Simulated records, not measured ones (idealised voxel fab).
Name of the process module below: voxel capacitor over wiring
Shown is cross-section cut, with a width of 190 nm and square cells of size 5 nm.
Format of a cross-section: grid, square cells. Given as bands. Order: top down. Band: one or more rows of cells. Within each band entry, the heights of the top and of the bottom of the band appear first, in that order and in nm; the materials of the band then follow from left to right, each with its corresponding width in nm. The designation "throughout" on a single material indicates that it fills the band from edge to edge; the designation "blank" indicates empty space. Basically, 0 is our baseline, since under it the wafer straight out of the box is all one material. The bottom band has no lower end and keeps on going down, so it looks like "0..down". You'd read "30->40" like this: the band's top row of cells is as wide as the first number, its bottom row is as wide as the second, and going down, every row changes width by the same amount as the row before did. Where the words "nothing altered" appear for a step, the cross-section shows no cell changed by that step; every cell remained as before. "Closed void entries": sealed empty spaces, 8 cells or more, no open way to top, listed width x height at distance, with distance from the left edge and width, height and distance in nm. Whatever follows a step's settings on its line is a remark the simulator itself makes about that step. A step line may carry the setting "overlay nm", which, for steps involving a mask, states the distance by which the mask lay to the right of its intended position; negative values denote displacement to the left. Reading key. Pairs: pre-step and post-step cross-section, one process step apart; post-step view only to lowest changed band. Step between + settings: beneath pair. Runs: pairs may be from different runs of this module, same starting wafer. Continuation from pair above: only where "Ex-ante state" entry says.

**Ex-ante state**
- 115..85 = 45 of blank; 75 of resist; 70 of blank
- 85..75 = 5 of blank; 55 of aC; 45 of resist; 80 of aC; 5 of blank
- 75..65 = 5 of blank; 55 of TiN; 45 of resist; 80 of TiN; 5 of blank
- 65..60 = 5 of blank; 55 of HfO2; 45 of resist; 80 of HfO2; 5 of blank
- 60..55 = 5 of aC; 55 of TiN; 45 of aC; 80 of TiN; 5 of aC
- 55..50 = 5 of aC; 40 of Ru; 15 of SiO2; 45 of aC; 80 of Ru; 5 of aC
- 50..40 = 5 of TiN; 40 of Ru; 15 of SiO2; 45 of TiN; 80 of Ru; 5 of TiN
- 40..35 = 5 of HfO2; 40 of Ru; 15 of SiO2; 45 of HfO2; 80 of Ru; 5 of HfO2
- 35..30 = 5 of TiN; 40 of Ru; 15 of SiCN; 45 of TiN; 80 of Ru; 5 of TiN
- 30..15 = 30 of SiO2; 30 of W; 70 of SiO2; 30 of W; 30 of SiO2
- 15..10 = 30 of SiO2; 30 of TiN; 70 of SiO2; 30 of TiN; 30 of SiO2
- 10..0 = SiO2 throughout
- 0..down = Si throughout
- Closed void entries: none

**Result of Step**
- 105..85 = 45 of blank; 75 of resist; 70 of blank
- 85..75 = 45 of blank; 15 of aC; 45 of resist; 15 of aC; 70 of blank
- 75..65 = 5 of blank; 55 of TiN; 45 of resist; 80 of TiN; 5 of blank
- 65..60 = 5 of blank; 55 of HfO2; 45 of resist; 80 of HfO2; 5 of blank
- 60..55 = 5 of blank; 55 of TiN; 45 of aC; 80 of TiN; 5 of blank
- 55..50 = 5 of blank; 40 of Ru; 15 of SiO2; 45 of aC; 80 of Ru; 5 of blank
- Everything under 50 stays put, no change at all.
- Closed void entries: none
What was done to get from the before section above to the after section? DIRECTIONAL_ETCH,etch materials aC,depth nm 10

Ex-ante state: this step begins from the cross-section that the pair just above shows after its step.

**Result of Step**
- 85..75 = 45 of blank; 15 of aC; 45 of blank; 15 of aC; 70 of blank
- 75..65 = 5 of blank; 55 of TiN; 45 of blank; 80 of TiN; 5 of blank
- 65..60 = 5 of blank; 55 of HfO2; 45 of blank; 80 of HfO2; 5 of blank
- Everything under 60 stays put, no change at all.
- Closed void entries: none
What was done to get from the before section above to the after section? STRIP,etch materials resist

Ex-ante state: this step begins from the cross-section that the pair just above shows after its step.

**Result of Step**
- 85..75 = 45 of blank; 15 of aC; 45 of blank; 15 of aC; 70 of blank
- 75..65 = 45 of blank; 15 of TiN; 45 of blank; 15 of TiN; 70 of blank
- 65..60 = 5 of blank; 55 of HfO2; 45 of blank; 80 of HfO2; 5 of blank
- 60..55 = 5 of blank; 55 of TiN; 45 of aC; 80 of TiN; 5 of blank
- 55..50 = 5 of blank; 40 of Ru; 15 of SiO2; 45 of aC; 80 of Ru; 5 of blank
- 50..40 = 5 of blank; 40 of Ru; 15 of SiO2; 45 of TiN; 80 of Ru; 5 of blank
- Everything under 40 stays put, no change at all.
- Closed void entries: none
What was done to get from the before section above to the after section? DIRECTIONAL_ETCH,etch materials TiN,depth nm 10

Ex-ante state: this step begins from the cross-section that the pair just above shows after its step.

**Result of Step**
- 85..75 = 45 of blank; 15 of aC; 45 of blank; 15 of aC; 70 of blank
- 75..65 = 45 of blank; 15 of TiN; 45 of blank; 15 of TiN; 70 of blank
- 65..60 = 45 of blank; 15 of HfO2; 45 of blank; 15 of HfO2; 70 of blank
- 60..55 = 5 of blank; 55 of TiN; 45 of aC; 80 of TiN; 5 of blank
- 55..50 = 5 of blank; 40 of Ru; 15 of SiO2; 45 of aC; 80 of Ru; 5 of blank
- 50..40 = 5 of blank; 40 of Ru; 15 of SiO2; 45 of TiN; 80 of Ru; 5 of blank
- 40..35 = 5 of blank; 40 of Ru; 15 of SiO2; 45 of HfO2; 80 of Ru; 5 of blank
- Everything under 35 stays put, no change at all.
- Closed void entries: none
What was done to get from the before section above to the after section? DIRECTIONAL_ETCH,etch materials HfO2,depth nm 5

Ex-ante state: this step begins from the cross-section that the pair just above shows after its step.

**Result of Step**
- 75..65 = 45 of blank; 15 of TiN; 45 of blank; 15 of TiN; 70 of blank
- 65..60 = 45 of blank; 15 of HfO2; 45 of blank; 15 of HfO2; 70 of blank
- 60..55 = 5 of blank; 55 of TiN; 45 of blank; 80 of TiN; 5 of blank
- 55..50 = 5 of blank; 40 of Ru; 15 of SiO2; 45 of blank; 80 of Ru; 5 of blank
- Everything under 50 stays put, no change at all.
- Closed void entries: none
What was done to get from the before section above to the after section? STRIP,etch materials aC

Ex-ante state: this step begins from the cross-section that the pair just above shows after its step.

**Result of Step**
- 85..75 = 45 of blank; 15 of aC; 45 of blank; 15 of aC; 70 of blank
- 75..70 = 45 of blank; 15 of TiN; 45 of blank; 15 of TiN; 70 of blank
- 70..65 = 5 of blank; 40 of aC; 15 of TiN; 45 of blank; 15 of TiN; 65 of aC; 5 of blank
- 65..60 = 5 of blank; 40 of aC; 15 of HfO2; 45 of blank; 15 of HfO2; 65 of aC; 5 of blank
- 60..55 = 5 of blank; 55 of TiN; 45 of aC; 80 of TiN; 5 of blank
- 55..50 = 5 of blank; 40 of Ru; 15 of SiO2; 45 of aC; 80 of Ru; 5 of blank
- 50..45 = 5 of blank; 40 of Ru; 15 of SiO2; 45 of TiN; 80 of Ru; 5 of blank
- 45..40 = 5 of aC; 40 of Ru; 15 of SiO2; 45 of TiN; 80 of Ru; 5 of aC
- 40..35 = 5 of aC; 40 of Ru; 15 of SiO2; 45 of HfO2; 80 of Ru; 5 of aC
- Everything under 35 stays put, no change at all.
- Closed void entries: none
What was done to get from the before section above to the after section? DIRECTIONAL_DEP,material aC,thk nm 10

Ex-ante state: this step begins from the cross-section that the pair just above shows after its step.

**Result of Step**
- 110..85 = 40 of blank; 85 of resist; 65 of blank
- 85..75 = 40 of blank; 5 of resist; 15 of aC; 45 of resist; 15 of aC; 5 of resist; 65 of blank
- 75..70 = 40 of blank; 5 of resist; 15 of TiN; 45 of resist; 15 of TiN; 5 of resist; 65 of blank
- 70..65 = 5 of blank; 40 of aC; 15 of TiN; 45 of resist; 15 of TiN; 65 of aC; 5 of blank
- 65..60 = 5 of blank; 40 of aC; 15 of HfO2; 45 of resist; 15 of HfO2; 65 of aC; 5 of blank
- Everything under 60 stays put, no change at all.
- Closed void entries: none
What was done to get from the before section above to the after section? PATTERN,tone cover,mask id LOWER_PLATE,material resist,width nm 85,thk nm 25,overlay nm 0

Ex-ante state: this step begins from the cross-section that the pair just above shows after its step.

**Result of Step**
- 100..85 = 40 of blank; 85 of resist; 65 of blank
- 85..75 = 40 of blank; 5 of resist; 15 of aC; 45 of resist; 15 of aC; 5 of resist; 65 of blank
- 75..70 = 40 of blank; 5 of resist; 15 of TiN; 45 of resist; 15 of TiN; 5 of resist; 65 of blank
- 70..65 = 40 of blank; 5 of aC; 15 of TiN; 45 of resist; 15 of TiN; 5 of aC; 65 of blank
- 65..60 = 40 of blank; 5 of aC; 15 of HfO2; 45 of resist; 15 of HfO2; 5 of aC; 65 of blank
- 60..55 = 5 of blank; 55 of TiN; 45 of aC; 80 of TiN; 5 of blank
- 55..50 = 5 of blank; 40 of Ru; 15 of SiO2; 45 of aC; 80 of Ru; 5 of blank
- 50..40 = 5 of blank; 40 of Ru; 15 of SiO2; 45 of TiN; 80 of Ru; 5 of blank
- 40..35 = 5 of blank; 40 of Ru; 15 of SiO2; 45 of HfO2; 80 of Ru; 5 of blank
- Everything under 35 stays put, no change at all.
- Closed void entries: none
What was done to get from the before section above to the after section? DIRECTIONAL_ETCH,etch materials aC,depth nm 10

Ex-ante state: this step begins from the cross-section that the pair just above shows after its step.

**Result of Step**
- 85..75 = 45 of blank; 15 of aC; 45 of blank; 15 of aC; 70 of blank
- 75..70 = 45 of blank; 15 of TiN; 45 of blank; 15 of TiN; 70 of blank
- 70..65 = 40 of blank; 5 of aC; 15 of TiN; 45 of blank; 15 of TiN; 5 of aC; 65 of blank
- 65..60 = 40 of blank; 5 of aC; 15 of HfO2; 45 of blank; 15 of HfO2; 5 of aC; 65 of blank
- Everything under 60 stays put, no change at all.
- Closed void entries: none
What was done to get from the before section above to the after section? STRIP,etch materials resist

Ex-ante state: this step begins from the cross-section that the pair just above shows after its step.

**Result of Step**
- 85..75 = 45 of blank; 15 of aC; 45 of blank; 15 of aC; 70 of blank
- 75..70 = 45 of blank; 15 of TiN; 45 of blank; 15 of TiN; 70 of blank
- 70..65 = 40 of blank; 5 of aC; 15 of TiN; 45 of blank; 15 of TiN; 5 of aC; 65 of blank
- 65..60 = 40 of blank; 5 of aC; 15 of HfO2; 45 of blank; 15 of HfO2; 5 of aC; 65 of blank
- 60..55 = 40 of blank; 20 of TiN; 45 of aC; 20 of TiN; 65 of blank
- 55..50 = 5 of blank; 40 of Ru; 15 of SiO2; 45 of aC; 80 of Ru; 5 of blank
- 50..40 = 5 of blank; 40 of Ru; 15 of SiO2; 45 of TiN; 80 of Ru; 5 of blank
- 40..35 = 5 of blank; 40 of Ru; 15 of SiO2; 45 of HfO2; 80 of Ru; 5 of blank
- 35..30 = 5 of blank; 40 of Ru; 15 of SiCN; 45 of TiN; 80 of Ru; 5 of blank
- Everything under 30 stays put, no change at all.
- Closed void entries: none
What was done to get from the before section above to the after section? DIRECTIONAL_ETCH,etch materials TiN,depth nm 5

Ex-ante state: this step begins from the cross-section that the pair just above shows after its step.

**Result of Step**
- 75..65 = 45 of blank; 15 of TiN; 45 of blank; 15 of TiN; 70 of blank
- 65..60 = 45 of blank; 15 of HfO2; 45 of blank; 15 of HfO2; 70 of blank
- 60..55 = 40 of blank; 20 of TiN; 45 of blank; 20 of TiN; 65 of blank
- 55..50 = 5 of blank; 40 of Ru; 15 of SiO2; 45 of blank; 80 of Ru; 5 of blank
- Everything under 50 stays put, no change at all.
- Closed void entries: none
What was done to get from the before section above to the after section? STRIP,etch materials aC

Ex-ante state: this step begins from the cross-section that the pair just above shows after its step.

**Result of Step**
- 90..75 = SiO2 throughout
- 75..65 = 45 of SiO2; 15 of TiN; 45 of SiO2; 15 of TiN; 70 of SiO2
- 65..60 = 45 of SiO2; 15 of HfO2; 45 of SiO2; 15 of HfO2; 70 of SiO2
- 60..55 = 40 of SiO2; 20 of TiN; 45 of SiO2; 20 of TiN; 65 of SiO2
- 55..50 = 5 of SiO2; 40 of Ru; 60 of SiO2; 80 of Ru; 5 of SiO2
- 50..40 = 5 of SiO2; 40 of Ru; 15 of SiO2; 45 of TiN; 80 of Ru; 5 of SiO2
- 40..35 = 5 of SiO2; 40 of Ru; 15 of SiO2; 45 of HfO2; 80 of Ru; 5 of SiO2
- 35..30 = 5 of SiO2; 40 of Ru; 15 of SiCN; 45 of TiN; 80 of Ru; 5 of SiO2
- Everything under 30 stays put, no change at all.
- Closed void entries: none
What was done to get from the before section above to the after section? FILL_DEP,material SiO2,thk nm 15

Ex-ante state: this step begins from the cross-section that the pair just above shows after its step.

**Result of Step**
- 85..75 = SiO2 throughout
- Everything under 75 stays put, no change at all.
- Closed void entries: none
What was done to get from the before section above to the after section? CMP,height nm 85

Ex-ante state: this step begins from the cross-section that the pair just above shows after its step.

**Result of Step**
- 100..85 = aC throughout
- Everything under 85 stays put, no change at all.
- Closed void entries: none
What was done to get from the before section above to the after section? DIRECTIONAL_DEP,material aC,thk nm 15

Ex-ante state: this step begins from the cross-section that the pair just above shows after its step.

**Result of Step**
- 135..100 = 55 of resist; 15 of blank; 120 of resist
- Everything under 100 stays put, no change at all.
- Closed void entries: none
What was done to get from the before section above to the after section? PATTERN,tone open,mask id PLUG_2,material resist,width nm 15,thk nm 35,overlay nm 0

Ex-ante state: this step begins from the cross-section that the pair just above shows after its step.

**Result of Step**
- 120..100 = 55 of resist; 15 of blank; 120 of resist
- 100..85 = 55 of aC; 15 of blank; 120 of aC
- Everything under 85 stays put, no change at all.
- Closed void entries: none
What was done to get from the before section above to the after section? DIRECTIONAL_ETCH,etch materials aC,depth nm 15

Ex-ante state: this step begins from the cross-section that the pair just above shows after its step.

**Result of Step**
- 100..85 = 55 of aC; 15 of blank; 120 of aC
- Everything under 85 stays put, no change at all.
- Closed void entries: none
What was done to get from the before section above to the after section? STRIP,etch materials resist

Ex-ante state: this step begins from the cross-section that the pair just above shows after its step.

**Result of Step**
- 100..85 = 55 of aC; 15 of blank; 120 of aC
- 85..75 = 55 of SiO2; 15 of blank; 120 of SiO2
- Everything under 75 stays put, no change at all.
- Closed void entries: none
What was done to get from the before section above to the after section? DIRECTIONAL_ETCH,etch materials SiO2,depth nm 10

Ex-ante state: this step begins from the cross-section that the pair just above shows after its step.

**Result of Step**
- 85..75 = 55 of SiO2; 15 of blank; 120 of SiO2
- Everything under 75 stays put, no change at all.
- Closed void entries: none
What was done to get from the before section above to the after section? STRIP,etch materials aC

Ex-ante state: this step begins from the cross-section that the pair just above shows after its step.

**Result of Step**
- 90..85 = 60 of TiN; 5 of blank; 125 of TiN
- 85..80 = 55 of SiO2; 5 of TiN; 5 of blank; 5 of TiN; 120 of SiO2
- 80..75 = 55 of SiO2; 15 of TiN; 120 of SiO2
- Everything under 75 stays put, no change at all.
- Closed void entries: none
What was done to get from the before section above to the after section? CONFORMAL_DEP,material TiN,thk nm 5

Ex-ante state: this step begins from the cross-section that the pair just above shows after its step.

**Result of Step**
- 95..90 = Ru throughout
- 90..85 = 60 of TiN; 5 of Ru; 125 of TiN
- 85..80 = 55 of SiO2; 5 of TiN; 5 of Ru; 5 of TiN; 120 of SiO2
- Everything under 80 stays put, no change at all.
- Closed void entries: none
What was done to get from the before section above to the after section? FILL_DEP,material Ru,thk nm 5

Ex-ante state: this step begins from the cross-section that the pair just above shows after its step.

**Result of Step**
- 85..80 = 55 of SiO2; 5 of TiN; 5 of Ru; 5 of TiN; 120 of SiO2
- Everything under 80 stays put, no change at all.
- Closed void entries: none
What was done to get from the before section above to the after section? CMP,height nm 85

Ex-ante state: this step begins from the cross-section that the pair just above shows after its step.

**Result of Step**
- 90..85 = SiN throughout
- Everything under 85 stays put, no change at all.
- Closed void entries: none
What was done to get from the before section above to the after section? CONFORMAL_DEP,material SiN,thk nm 5
